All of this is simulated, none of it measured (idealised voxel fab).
A process module follows: voxel capacitor over wiring.
The figure presents cross-section cut, which has a width of 240 nm and is divided into square cells with an edge length of 5 nm.
Notation: cross-section as square-cell grid; stated in bands, top first, going down; one or more cell rows per band. Band: top height; bottom height; in nm. Then, left to right: material with width in nm, for each material. "everywhere": a single material spanning edge to edge. "empty": empty space. Height 0 is the level under which the wafer as received is all one material. The lowest band goes on downwards, as in "z 0 and below". Quick explanation for "30 to 40": the width changes in equal steps down the rows of cells, from the first number in the band's top row to the second number in its bottom row. Key: "no alteration" - step with no changed cell in the cross-section. Voids not open to the top, 8 cells minimum: see "Closed voids list". Written width x height at distance; distance is from the left edge; nm. Heads up: the bit after the settings on a step's line is the simulator's remark on that step. The setting "overlay nm" may be written on the line of a step. When the step uses a mask, the value reports how far to the right of the planned place the mask lay, and a negative value reports that it lay to the left. Pairs follow: section before one process step, section after it down to the lowest changed band, step with settings underneath. Pairs may come from different runs of this module on the same starting wafer; continuity with the pair above only as stated in the "Pre-process cross-section" entry.

# Pre-process cross-section
- z 65 to 60  SiO2 everywhere
- z 60 to 55  70 SiO2 | 70 TiN | 100 SiO2
- z 55 to 50  70 SiO2 | 70 Al2O3 | 100 SiO2
- z 50 to 45  65 SiO2 | 80 TiN | 95 SiO2
- z 45 to 35  70 lowk | 5 TiN | 5 Ru | 5 TiN | 155 lowk
- z 35 to 30  70 SiCN | 15 TiN | 155 SiCN
- z 30 to 15  50 lowk | 5 SiN | 30 W | 5 SiN | 55 lowk | 5 SiN | 30 W | 5 SiN | 55 lowk
- z 15 to 10  55 SiN | 30 TiN | 65 SiN | 30 TiN | 60 SiN
- z 10 to 0  SiO2 everywhere
- z 0 and below  Si everywhere
- Closed voids list: none

# Post-Process View
- z 65 to 60  80 SiO2 | 15 empty | 145 SiO2
- Everything under 60 stays put, no change at all.
- Closed voids list: none
the step between: MASKED_ETCH (tone open; mask id PLUG_2; width nm 15; etch materials SiO2; depth nm 15; overlay nm 0)

Pre-process cross-section: cross-section not repeated; it is the one shown after the step in the pair just above.

# Post-Process View
- z 70 to 65  85 TiN | 5 empty | 150 TiN
- z 65 to 55  80 to 70 SiO2 | 15 to 70 TiN | 145 to 100 SiO2
- Everything under 55 stays put, no change at all.
- Closed voids list: none
the step between: CONFORMAL_DEP (material TiN; thk nm 5)

Pre-process cross-section: cross-section not repeated; it is the one shown after the step in the pair just above.

# Post-Process View
- z 75 to 70  Ru everywhere
- z 70 to 65  85 TiN | 5 Ru | 150 TiN
- Everything under 65 stays put, no change at all.
- Closed voids list: none
the step between: FILL_DEP (material Ru; thk nm 5)

Pre-process cross-section: cross-section not repeated; it is the one shown after the step in the pair just above.

# Post-Process View
- z 80 to 75  SiN everywhere
- Everything under 75 stays put, no change at all.
- Closed voids list: none
the step between: CONFORMAL_DEP (material SiN; thk nm 5)

# Pre-process cross-section
- z 75 to 60  aC everywhere
- z 60 to 55  TiN everywhere
- z 55 to 50  Al2O3 everywhere
- z 50 to 45  TiN everywhere
- z 45 to 35  70 lowk | 5 TiN | 5 Ru | 5 TiN | 155 lowk
- z 35 to 30  70 SiCN | 15 TiN | 155 SiCN
- z 30 to 15  50 lowk | 5 SiN | 30 W | 5 SiN | 55 lowk | 5 SiN | 30 W | 5 SiN | 55 lowk
- z 15 to 10  55 SiN | 30 TiN | 65 SiN | 30 TiN | 60 SiN
- z 10 to 0  SiO2 everywhere
- z 0 and below  Si everywhere
- Closed voids list: none

# Post-Process View
- z 110 to 75  75 empty | 65 resist | 100 empty
- Everything under 75 stays put, no change at all.
- Closed voids list: none
the step between: PATTERN (tone cover; mask id UPPER_PLATE; material resist; width nm 65; thk nm 35; overlay nm 0)

Pre-process cross-section: cross-section not repeated; it is the one shown after the step in the pair just above.

# Post-Process View
- z 95 to 75  75 empty | 65 resist | 100 empty
- z 75 to 60  75 empty | 65 aC | 100 empty
- Everything under 60 stays put, no change at all.
- Closed voids list: none
the step between: DIRECTIONAL_ETCH (etch materials aC; depth nm 15)

Pre-process cross-section: cross-section not repeated; it is the one shown after the step in the pair just above.

# Post-Process View
- z 75 to 60  75 empty | 65 aC | 100 empty
- Everything under 60 stays put, no change at all.
- Closed voids list: none
the step between: STRIP (etch materials resist)

Pre-process cross-section: cross-section not repeated; it is the one shown after the step in the pair just above.

# Post-Process View
- z 75 to 60  75 empty | 65 aC | 100 empty
- z 60 to 55  75 empty | 65 TiN | 100 empty
- Everything under 55 stays put, no change at all.
- Closed voids list: none
the step between: DIRECTIONAL_ETCH (etch materials TiN; depth nm 5)

Pre-process cross-section: cross-section not repeated; it is the one shown after the step in the pair just above.

# Post-Process View
- z 75 to 60  75 empty | 65 aC | 100 empty
- z 60 to 55  75 empty | 65 TiN | 100 empty
- z 55 to 50  75 empty | 65 Al2O3 | 100 empty
- Everything under 50 stays put, no change at all.
- Closed voids list: none
the step between: DIRECTIONAL_ETCH (etch materials Al2O3; depth nm 5)

Pre-process cross-section: cross-section not repeated; it is the one shown after the step in the pair just above.

# Post-Process View
- z 60 to 55  75 empty | 65 TiN | 100 empty
- Everything under 55 stays put, no change at all.
- Closed voids list: none
the step between: STRIP (etch materials aC)

Pre-process cross-section: cross-section not repeated; it is the one shown after the step in the pair just above.

# Post-Process View
- z 60 to 55  75 empty | 65 TiN | 100 empty
- z 55 to 50  75 empty | 65 Al2O3 | 100 empty
- z 50 to 45  65 empty | 80 TiN | 95 empty
- Everything under 45 stays put, no change at all.
- Closed voids list: none
the step between: MASKED_ETCH (tone cover; mask id LOWER_PLATE; width nm 80; etch materials TiN; depth nm 5; overlay nm 0)

Pre-process cross-section: cross-section not repeated; it is the one shown after the step in the pair just above.

# Post-Process View
- z 80 to 60  SiO2 everywhere
- z 60 to 55  75 SiO2 | 65 TiN | 100 SiO2
- z 55 to 50  75 SiO2 | 65 Al2O3 | 100 SiO2
- z 50 to 45  65 SiO2 | 80 TiN | 95 SiO2
- Everything under 45 stays put, no change at all.
- Closed voids list: none
the step between: FILL_DEP (material SiO2; thk nm 20)

Pre-process cross-section: cross-section not repeated; it is the one shown after the step in the pair just above.

# Post-Process View
- z 75 to 60  SiO2 everywhere
- Everything under 60 stays put, no change at all.
- Closed voids list: none
the step between: CMP (height nm 75)

Pre-process cross-section: cross-section not repeated; it is the one shown after the step in the pair just above.

# Post-Process View
- z 75 to 60  80 SiO2 | 15 empty | 145 SiO2
- Everything under 60 stays put, no change at all.
- Closed voids list: none
the step between: MASKED_ETCH (tone open; mask id PLUG_2; width nm 15; etch materials SiO2; depth nm 15; overlay nm 0)

Pre-process cross-section: cross-section not repeated; it is the one shown after the step in the pair just above.

# Post-Process View
- z 80 to 75  85 TiN | 5 empty | 150 TiN
- z 75 to 65  80 SiO2 | 5 TiN | 5 empty | 5 TiN | 145 SiO2
- z 65 to 55  80 to 75 SiO2 | 15 to 65 TiN | 145 to 100 SiO2
- Everything under 55 stays put, no change at all.
- Closed voids list: none
the step between: CONFORMAL_DEP (material TiN; thk nm 5)

Pre-process cross-section: cross-section not repeated; it is the one shown after the step in the pair just above.

# Post-Process View
- z 85 to 80  Ru everywhere
- z 80 to 75  85 TiN | 5 Ru | 150 TiN
- z 75 to 65  80 SiO2 | 5 TiN | 5 Ru | 5 TiN | 145 SiO2
- Everything under 65 stays put, no change at all.
- Closed voids list: none
the step between: FILL_DEP (material Ru; thk nm 5)

Pre-process cross-section: cross-section not repeated; it is the one shown after the step in the pair just above.

# Post-Process View
- z 75 to 65  80 SiO2 | 5 TiN | 5 Ru | 5 TiN | 145 SiO2
- Everything under 65 stays put, no change at all.
- Closed voids list: none
the step between: CMP (height nm 75)

Pre-process cross-section: cross-section not repeated; it is the one shown after the step in the pair just above.

# Post-Process View
- z 80 to 75  SiN everywhere
- Everything under 75 stays put, no change at all.
- Closed voids list: none
the step between: CONFORMAL_DEP (material SiN; thk nm 5)

# Pre-process cross-section
- z 75 to 60  aC everywhere
- z 60 to 55  TiN everywhere
- z 55 to 50  Al2O3 everywhere
- z 50 to 45  TiN everywhere
- z 45 to 35  70 lowk | 5 TiN | 5 Ru | 5 TiN | 155 lowk
- z 35 to 30  70 SiCN | 15 TiN | 155 SiCN
- z 30 to 15  50 lowk | 5 SiN | 30 W | 5 SiN | 55 lowk | 5 SiN | 30 W | 5 SiN | 55 lowk
- z 15 to 10  55 SiN | 30 TiN | 65 SiN | 30 TiN | 60 SiN
- z 10 to 0  SiO2 everywhere
- z 0 and below  Si everywhere
- Closed voids list: none

# Post-Process View
- z 110 to 75  80 empty | 70 resist | 90 empty
- Everything under 75 stays put, no change at all.
- Closed voids list: none
the step between: PATTERN (tone cover; mask id UPPER_PLATE; material resist; width nm 70; thk nm 35; overlay nm 10)

Pre-process cross-section: cross-section not repeated; it is the one shown after the step in the pair just above.

# Post-Process View
- z 95 to 75  80 empty | 70 resist | 90 empty
- z 75 to 60  80 empty | 70 aC | 90 empty
- Everything under 60 stays put, no change at all.
- Closed voids list: none
the step between: DIRECTIONAL_ETCH (etch materials aC; depth nm 15)

Pre-process cross-section: cross-section not repeated; it is the one shown after the step in the pair just above.

# Post-Process View
- z 75 to 60  80 empty | 70 aC | 90 empty
- Everything under 60 stays put, no change at all.
- Closed voids list: none
the step between: STRIP (etch materials resist)

Pre-process cross-section: cross-section not repeated; it is the one shown after the step in the pair just above.

# Post-Process View
- z 75 to 60  80 empty | 70 aC | 90 empty
- z 60 to 55  80 empty | 70 TiN | 90 empty
- Everything under 55 stays put, no change at all.
- Closed voids list: none
the step between: DIRECTIONAL_ETCH (etch materials TiN; depth nm 5)

Pre-process cross-section: cross-section not repeated; it is the one shown after the step in the pair just above.

# Post-Process View
- z 75 to 60  80 empty | 70 aC | 90 empty
- z 60 to 55  80 empty | 70 TiN | 90 empty
- z 55 to 50  80 empty | 70 Al2O3 | 90 empty
- Everything under 50 stays put, no change at all.
- Closed voids list: none
the step between: DIRECTIONAL_ETCH (etch materials Al2O3; depth nm 5)

Pre-process cross-section: cross-section not repeated; it is the one shown after the step in the pair just above.

# Post-Process View
- z 60 to 55  80 empty | 70 TiN | 90 empty
- Everything under 55 stays put, no change at all.
- Closed voids list: none
the step between: STRIP (etch materials aC)

Pre-process cross-section: cross-section not repeated; it is the one shown after the step in the pair just above.

# Post-Process View
- z 60 to 55  80 empty | 65 TiN | 95 empty
- z 55 to 50  80 empty | 70 Al2O3 | 90 empty
- z 50 to 45  65 empty | 85 TiN | 90 empty
- Everything under 45 stays put, no change at all.
- Closed voids list: none
the step between: MASKED_ETCH (tone cover; mask id LOWER_PLATE; width nm 80; etch materials TiN; depth nm 5; overlay nm 0)

Pre-process cross-section: cross-section not repeated; it is the one shown after the step in the pair just above.

# Post-Process View
- z 80 to 60  SiO2 everywhere
- z 60 to 55  80 SiO2 | 65 TiN | 95 SiO2
- z 55 to 50  80 SiO2 | 70 Al2O3 | 90 SiO2
- z 50 to 45  65 SiO2 | 85 TiN | 90 SiO2
- Everything under 45 stays put, no change at all.
- Closed voids list: none
the step between: FILL_DEP (material SiO2; thk nm 20)

Pre-process cross-section: cross-section not repeated; it is the one shown after the step in the pair just above.

# Post-Process View
- z 75 to 60  SiO2 everywhere
- Everything under 60 stays put, no change at all.
- Closed voids list: none
the step between: CMP (height nm 75)

Pre-process cross-section: cross-section not repeated; it is the one shown after the step in the pair just above.

# Post-Process View
- z 75 to 60  80 SiO2 | 15 empty | 145 SiO2
- Everything under 60 stays put, no change at all.
- Closed voids list: none
the step between: MASKED_ETCH (tone open; mask id PLUG_2; width nm 15; etch materials SiO2; depth nm 15; overlay nm 0)

Pre-process cross-section: cross-section not repeated; it is the one shown after the step in the pair just above.

# Post-Process View
- z 80 to 75  85 TiN | 5 empty | 150 TiN
- z 75 to 65  80 SiO2 | 5 TiN | 5 empty | 5 TiN | 145 SiO2
- z 65 to 55  80 SiO2 | 15 to 65 TiN | 145 to 95 SiO2
- Everything under 55 stays put, no change at all.
- Closed voids list: none
the step between: CONFORMAL_DEP (material TiN; thk nm 5)

Pre-process cross-section: cross-section not repeated; it is the one shown after the step in the pair just above.

# Post-Process View
- z 85 to 80  Ru everywhere
- z 80 to 75  85 TiN | 5 Ru | 150 TiN
- z 75 to 65  80 SiO2 | 5 TiN | 5 Ru | 5 TiN | 145 SiO2
- Everything under 65 stays put, no change at all.
- Closed voids list: none
the step between: FILL_DEP (material Ru; thk nm 5)

Pre-process cross-section: cross-section not repeated; it is the one shown after the step in the pair just above.

# Post-Process View
- z 75 to 65  80 SiO2 | 5 TiN | 5 Ru | 5 TiN | 145 SiO2
- Everything under 65 stays put, no change at all.
- Closed voids list: none
the step between: CMP (height nm 75)

Pre-process cross-section: cross-section not repeated; it is the one shown after the step in the pair just above.

# Post-Process View
- z 80 to 75  SiN everywhere
- Everything under 75 stays put, no change at all.
- Closed voids list: none
the step between: CONFORMAL_DEP (material SiN; thk nm 5)

# Pre-process cross-section
- z 45 to 35  70 lowk | 15 empty | 155 lowk
- z 35 to 30  70 SiCN | 15 empty | 155 SiCN
- z 30 to 15  50 lowk | 5 SiN | 30 W | 5 SiN | 55 lowk | 5 SiN | 30 W | 5 SiN | 55 lowk
- z 15 to 10  55 SiN | 30 TiN | 65 SiN | 30 TiN | 60 SiN
- z 10 to 0  SiO2 everywhere
- z 0 and below  Si everywhere
- Closed voids list: none

# Post-Process View
- z 50 to 45  75 SiO2 | 5 empty | 160 SiO2
- z 45 to 35  70 lowk | 5 SiO2 | 5 empty | 5 SiO2 | 155 lowk
- z 35 to 30  70 SiCN | 15 SiO2 | 155 SiCN
- Everything under 30 stays put, no change at all.
- Closed voids list: none
the step between: CONFORMAL_DEP (material SiO2; thk nm 5)

Pre-process cross-section: cross-section not repeated; it is the one shown after the step in the pair just above.

# Post-Process View
- z 55 to 50  Ru everywhere
- z 50 to 45  75 SiO2 | 5 Ru | 160 SiO2
- z 45 to 35  70 lowk | 5 SiO2 | 5 Ru | 5 SiO2 | 155 lowk
- Everything under 35 stays put, no change at all.
- Closed voids list: none
the step between: FILL_DEP (material Ru; thk nm 5)

Pre-process cross-section: cross-section not repeated; it is the one shown after the step in the pair just above.

# Post-Process View
- z 45 to 35  70 lowk | 5 SiO2 | 5 Ru | 5 SiO2 | 155 lowk
- Everything under 35 stays put, no change at all.
- Closed voids list: none
the step between: CMP (height nm 45)

Pre-process cross-section: cross-section not repeated; it is the one shown after the step in the pair just above.

# Post-Process View
- z 50 to 45  TiN everywhere
- Everything under 45 stays put, no change at all.
- Closed voids list: none
the step between: DIRECTIONAL_DEP (material TiN; thk nm 5)

Pre-process cross-section: cross-section not repeated; it is the one shown after the step in the pair just above.

# Post-Process View
- z 55 to 50  Al2O3 everywhere
- Everything under 50 stays put, no change at all.
- Closed voids list: none
the step between: DIRECTIONAL_DEP (material Al2O3; thk nm 5)

Pre-process cross-section: cross-section not repeated; it is the one shown after the step in the pair just above.

# Post-Process View
- z 60 to 55  TiN everywhere
- Everything under 55 stays put, no change at all.
- Closed voids list: none
the step between: DIRECTIONAL_DEP (material TiN; thk nm 5)

Pre-process cross-section: cross-section not repeated; it is the one shown after the step in the pair just above.

# Post-Process View
- z 75 to 60  aC everywhere
- Everything under 60 stays put, no change at all.
- Closed voids list: none
the step between: DIRECTIONAL_DEP (material aC; thk nm 15)

Pre-process cross-section: cross-section not repeated; it is the one shown after the step in the pair just above.

# Post-Process View
- z 110 to 75  70 empty | 70 resist | 100 empty
- Everything under 75 stays put, no change at all.
- Closed voids list: none
the step between: PATTERN (tone cover; mask id UPPER_PLATE; material resist; width nm 70; thk nm 35; overlay nm 0)

Pre-process cross-section: cross-section not repeated; it is the one shown after the step in the pair just above.

# Post-Process View
- z 95 to 75  70 empty | 70 resist | 100 empty
- z 75 to 60  70 empty | 70 aC | 100 empty
- Everything under 60 stays put, no change at all.
- Closed voids list: none
the step between: DIRECTIONAL_ETCH (etch materials aC; depth nm 15)

Pre-process cross-section: cross-section not repeated; it is the one shown after the step in the pair just above.

# Post-Process View
- z 75 to 60  70 empty | 70 aC | 100 empty
- Everything under 60 stays put, no change at all.
- Closed voids list: none
the step between: STRIP (etch materials resist)

Pre-process cross-section: cross-section not repeated; it is the one shown after the step in the pair just above.

# Post-Process View
- z 75 to 60  70 empty | 70 aC | 100 empty
- z 60 to 55  70 empty | 70 TiN | 100 empty
- Everything under 55 stays put, no change at all.
- Closed voids list: none
the step between: DIRECTIONAL_ETCH (etch materials TiN; depth nm 5)

Pre-process cross-section: cross-section not repeated; it is the one shown after the step in the pair just above.

# Post-Process View
- z 75 to 60  70 empty | 70 aC | 100 empty
- z 60 to 55  70 empty | 70 TiN | 100 empty
- z 55 to 50  70 empty | 70 Al2O3 | 100 empty
- Everything under 50 stays put, no change at all.
- Closed voids list: none
the step between: DIRECTIONAL_ETCH (etch materials Al2O3; depth nm 5)

Pre-process cross-section: cross-section not repeated; it is the one shown after the step in the pair just above.

# Post-Process View
- z 60 to 55  70 empty | 70 TiN | 100 empty
- Everything under 55 stays put, no change at all.
- Closed voids list: none
the step between: STRIP (etch materials aC)

Pre-process cross-section: cross-section not repeated; it is the one shown after the step in the pair just above.

# Post-Process View
- z 60 to 55  70 empty | 70 TiN | 100 empty
- z 55 to 50  70 empty | 70 Al2O3 | 100 empty
- z 50 to 45  65 empty | 80 TiN | 95 empty
- Everything under 45 stays put, no change at all.
- Closed voids list: none
the step between: MASKED_ETCH (tone cover; mask id LOWER_PLATE; width nm 80; etch materials TiN; depth nm 5; overlay nm 0)

Pre-process cross-section: cross-section not repeated; it is the one shown after the step in the pair just above.

# Post-Process View
- z 80 to 60  SiO2 everywhere
- z 60 to 55  70 SiO2 | 70 TiN | 100 SiO2
- z 55 to 50  70 SiO2 | 70 Al2O3 | 100 SiO2
- z 50 to 45  65 SiO2 | 80 TiN | 95 SiO2
- Everything under 45 stays put, no change at all.
- Closed voids list: none
the step between: FILL_DEP (material SiO2; thk nm 20)

Pre-process cross-section: cross-section not repeated; it is the one shown after the step in the pair just above.

# Post-Process View
- z 75 to 60  SiO2 everywhere
- Everything under 60 stays put, no change at all.
- Closed voids list: none
the step between: CMP (height nm 75)

Pre-process cross-section: cross-section not repeated; it is the one shown after the step in the pair just above.

# Post-Process View
- z 75 to 60  80 SiO2 | 15 empty | 145 SiO2
- Everything under 60 stays put, no change at all.
- Closed voids list: none
the step between: MASKED_ETCH (tone open; mask id PLUG_2; width nm 15; etch materials SiO2; depth nm 15; overlay nm 0)

Pre-process cross-section: cross-section not repeated; it is the one shown after the step in the pair just above.

# Post-Process View
- z 80 to 75  85 TiN | 5 empty | 150 TiN
- z 75 to 65  80 SiO2 | 5 TiN | 5 empty | 5 TiN | 145 SiO2
- z 65 to 55  80 to 70 SiO2 | 15 to 70 TiN | 145 to 100 SiO2
- Everything under 55 stays put, no change at all.
- Closed voids list: none
the step between: CONFORMAL_DEP (material TiN; thk nm 5)

Pre-process cross-section: cross-section not repeated; it is the one shown after the step in the pair just above.

# Post-Process View
- z 85 to 80  Ru everywhere
- z 80 to 75  85 TiN | 5 Ru | 150 TiN
- z 75 to 65  80 SiO2 | 5 TiN | 5 Ru | 5 TiN | 145 SiO2
- Everything under 65 stays put, no change at all.
- Closed voids list: none
the step between: FILL_DEP (material Ru; thk nm 5)

Pre-process cross-section: cross-section not repeated; it is the one shown after the step in the pair just above.

# Post-Process View
- z 75 to 65  80 SiO2 | 5 TiN | 5 Ru | 5 TiN | 145 SiO2
- Everything under 65 stays put, no change at all.
- Closed voids list: none
the step between: CMP (height nm 75)

Pre-process cross-section: cross-section not repeated; it is the one shown after the step in the pair just above.

# Post-Process View
- z 80 to 75  SiN everywhere
- Everything under 75 stays put, no change at all.
- Closed voids list: none
the step between: CONFORMAL_DEP (material SiN; thk nm 5)

# Pre-process cross-section
- z 45 to 35  lowk everywhere
- z 35 to 30  SiCN everywhere
- z 30 to 15  50 lowk | 5 SiN | 30 W | 5 SiN | 55 lowk | 5 SiN | 30 W | 5 SiN | 55 lowk
- z 15 to 10  55 SiN | 30 TiN | 65 SiN | 30 TiN | 60 SiN
- z 10 to 0  SiO2 everywhere
- z 0 and below  Si everywhere
- Closed voids list: none

# Post-Process View
- z 65 to 45  70 empty | 15 resist | 155 empty
- Everything under 45 stays put, no change at all.
- Closed voids list: none
the step between: PATTERN (tone cover; mask id PLUG_1; material resist; width nm 15; thk nm 20; overlay nm 0)

Pre-process cross-section: cross-section not repeated; it is the one shown after the step in the pair just above.

# Post-Process View
- z 65 to 45  70 empty | 15 resist | 155 empty
- z 45 to 35  70 empty | 15 lowk | 155 empty
- Everything under 35 stays put, no change at all.
- Closed voids list: none
the step between: DIRECTIONAL_ETCH (etch materials lowk; depth nm 10)

Pre-process cross-section: cross-section not repeated; it is the one shown after the step in the pair just above.

# Post-Process View
- z 65 to 45  70 empty | 15 resist | 155 empty
- z 45 to 35  70 empty | 15 lowk | 155 empty
- z 35 to 30  70 empty | 15 SiCN | 155 empty
- Everything under 30 stays put, no change at all.
- Closed voids list: none
the step between: DIRECTIONAL_ETCH (etch materials SiCN; depth nm 5)

Pre-process cross-section: cross-section not repeated; it is the one shown after the step in the pair just above.

# Post-Process View
- z 45 to 35  70 empty | 15 lowk | 155 empty
- Everything under 35 stays put, no change at all.
- Closed voids list: none
the step between: STRIP (etch materials resist)

Pre-process cross-section: cross-section not repeated; it is the one shown after the step in the pair just above.

# Post-Process View
- z 50 to 45  65 empty | 25 TiN | 150 empty
- z 45 to 35  65 empty | 5 TiN | 15 lowk | 5 TiN | 150 empty
- z 35 to 30  70 TiN | 15 SiCN | 155 TiN
- Everything under 30 stays put, no change at all.
- Closed voids list: none
the step between: CONFORMAL_DEP (material TiN; thk nm 5)

Pre-process cross-section: cross-section not repeated; it is the one shown after the step in the pair just above.

# Post-Process View
- z 55 to 50  Ru everywhere
- z 50 to 45  65 Ru | 25 TiN | 150 Ru
- z 45 to 35  65 Ru | 5 TiN | 15 lowk | 5 TiN | 150 Ru
- Everything under 35 stays put, no change at all.
- Closed voids list: none
the step between: FILL_DEP (material Ru; thk nm 5)

Pre-process cross-section: cross-section not repeated; it is the one shown after the step in the pair just above.

# Post-Process View
- z 45 to 35  65 Ru | 5 TiN | 15 lowk | 5 TiN | 150 Ru
- Everything under 35 stays put, no change at all.
- Closed voids list: none
the step between: CMP (height nm 45)

Pre-process cross-section: cross-section not repeated; it is the one shown after the step in the pair just above.

# Post-Process View
- z 50 to 45  TiN everywhere
- Everything under 45 stays put, no change at all.
- Closed voids list: none
the step between: DIRECTIONAL_DEP (material TiN; thk nm 5)

Pre-process cross-section: cross-section not repeated; it is the one shown after the step in the pair just above.

# Post-Process View
- z 55 to 50  Al2O3 everywhere
- Everything under 50 stays put, no change at all.
- Closed voids list: none
the step between: DIRECTIONAL_DEP (material Al2O3; thk nm 5)

Pre-process cross-section: cross-section not repeated; it is the one shown after the step in the pair just above.

# Post-Process View
- z 60 to 55  TiN everywhere
- Everything under 55 stays put, no change at all.
- Closed voids list: none
the step between: DIRECTIONAL_DEP (material TiN; thk nm 5)

Pre-process cross-section: cross-section not repeated; it is the one shown after the step in the pair just above.

# Post-Process View
- z 75 to 60  aC everywhere
- Everything under 60 stays put, no change at all.
- Closed voids list: none
the step between: DIRECTIONAL_DEP (material aC; thk nm 15)

Pre-process cross-section: cross-section not repeated; it is the one shown after the step in the pair just above.

# Post-Process View
- z 110 to 75  70 empty | 70 resist | 100 empty
- Everything under 75 stays put, no change at all.
- Closed voids list: none
the step between: PATTERN (tone cover; mask id UPPER_PLATE; material resist; width nm 70; thk nm 35; overlay nm 0)

Pre-process cross-section: cross-section not repeated; it is the one shown after the step in the pair just above.

# Post-Process View
- z 95 to 75  70 empty | 70 resist | 100 empty
- z 75 to 60  70 empty | 70 aC | 100 empty
- Everything under 60 stays put, no change at all.
- Closed voids list: none
the step between: DIRECTIONAL_ETCH (etch materials aC; depth nm 15)

Pre-process cross-section: cross-section not repeated; it is the one shown after the step in the pair just above.

# Post-Process View
- z 75 to 60  70 empty | 70 aC | 100 empty
- Everything under 60 stays put, no change at all.
- Closed voids list: none
the step between: STRIP (etch materials resist)

Pre-process cross-section: cross-section not repeated; it is the one shown after the step in the pair just above.

# Post-Process View
- z 75 to 60  70 empty | 70 aC | 100 empty
- z 60 to 55  70 empty | 70 TiN | 100 empty
- Everything under 55 stays put, no change at all.
- Closed voids list: none
the step between: DIRECTIONAL_ETCH (etch materials TiN; depth nm 5)

Pre-process cross-section: cross-section not repeated; it is the one shown after the step in the pair just above.

# Post-Process View
- z 75 to 60  70 empty | 70 aC | 100 empty
- z 60 to 55  70 empty | 70 TiN | 100 empty
- z 55 to 50  70 empty | 70 Al2O3 | 100 empty
- Everything under 50 stays put, no change at all.
- Closed voids list: none
the step between: DIRECTIONAL_ETCH (etch materials Al2O3; depth nm 5)

Pre-process cross-section: cross-section not repeated; it is the one shown after the step in the pair just above.

# Post-Process View
- z 60 to 55  70 empty | 70 TiN | 100 empty
- Everything under 55 stays put, no change at all.
- Closed voids list: none
the step between: STRIP (etch materials aC)

Pre-process cross-section: cross-section not repeated; it is the one shown after the step in the pair just above.

# Post-Process View
- z 60 to 55  70 empty | 70 TiN | 100 empty
- z 55 to 50  70 empty | 70 Al2O3 | 100 empty
- z 50 to 45  65 empty | 80 TiN | 95 empty
- Everything under 45 stays put, no change at all.
- Closed voids list: none
the step between: MASKED_ETCH (tone cover; mask id LOWER_PLATE; width nm 80; etch materials TiN; depth nm 5; overlay nm 0)

Pre-process cross-section: cross-section not repeated; it is the one shown after the step in the pair just above.

# Post-Process View
- z 80 to 60  SiO2 everywhere
- z 60 to 55  70 SiO2 | 70 TiN | 100 SiO2
- z 55 to 50  70 SiO2 | 70 Al2O3 | 100 SiO2
- z 50 to 45  65 SiO2 | 80 TiN | 95 SiO2
- Everything under 45 stays put, no change at all.
- Closed voids list: none
the step between: FILL_DEP (material SiO2; thk nm 20)

Pre-process cross-section: cross-section not repeated; it is the one shown after the step in the pair just above.

# Post-Process View
- z 75 to 60  SiO2 everywhere
- Everything under 60 stays put, no change at all.
- Closed voids list: none
the step between: CMP (height nm 75)

Pre-process cross-section: cross-section not repeated; it is the one shown after the step in the pair just above.

# Post-Process View
- z 75 to 60  80 SiO2 | 15 empty | 145 SiO2
- Everything under 60 stays put, no change at all.
- Closed voids list: none
the step between: MASKED_ETCH (tone open; mask id PLUG_2; width nm 15; etch materials SiO2; depth nm 15; overlay nm 0)

Pre-process cross-section: cross-section not repeated; it is the one shown after the step in the pair just above.

# Post-Process View
- z 80 to 75  85 TiN | 5 empty | 150 TiN
- z 75 to 65  80 SiO2 | 5 TiN | 5 empty | 5 TiN | 145 SiO2
- z 65 to 55  80 to 70 SiO2 | 15 to 70 TiN | 145 to 100 SiO2
- Everything under 55 stays put, no change at all.
- Closed voids list: none
the step between: CONFORMAL_DEP (material TiN; thk nm 5)

Pre-process cross-section: cross-section not repeated; it is the one shown after the step in the pair just above.

# Post-Process View
- z 85 to 80  Ru everywhere
- z 80 to 75  85 TiN | 5 Ru | 150 TiN
- z 75 to 65  80 SiO2 | 5 TiN | 5 Ru | 5 TiN | 145 SiO2
- Everything under 65 stays put, no change at all.
- Closed voids list: none
the step between: FILL_DEP (material Ru; thk nm 5)

Pre-process cross-section: cross-section not repeated; it is the one shown after the step in the pair just above.

# Post-Process View
- z 75 to 65  80 SiO2 | 5 TiN | 5 Ru | 5 TiN | 145 SiO2
- Everything under 65 stays put, no change at all.
- Closed voids list: none
the step between: CMP (height nm 75)

Pre-process cross-section: cross-section not repeated; it is the one shown after the step in the pair just above.

# Post-Process View
- z 80 to 75  SiN everywhere
- Everything under 75 stays put, no change at all.
- Closed voids list: none
the step between: CONFORMAL_DEP (material SiN; thk nm 5)
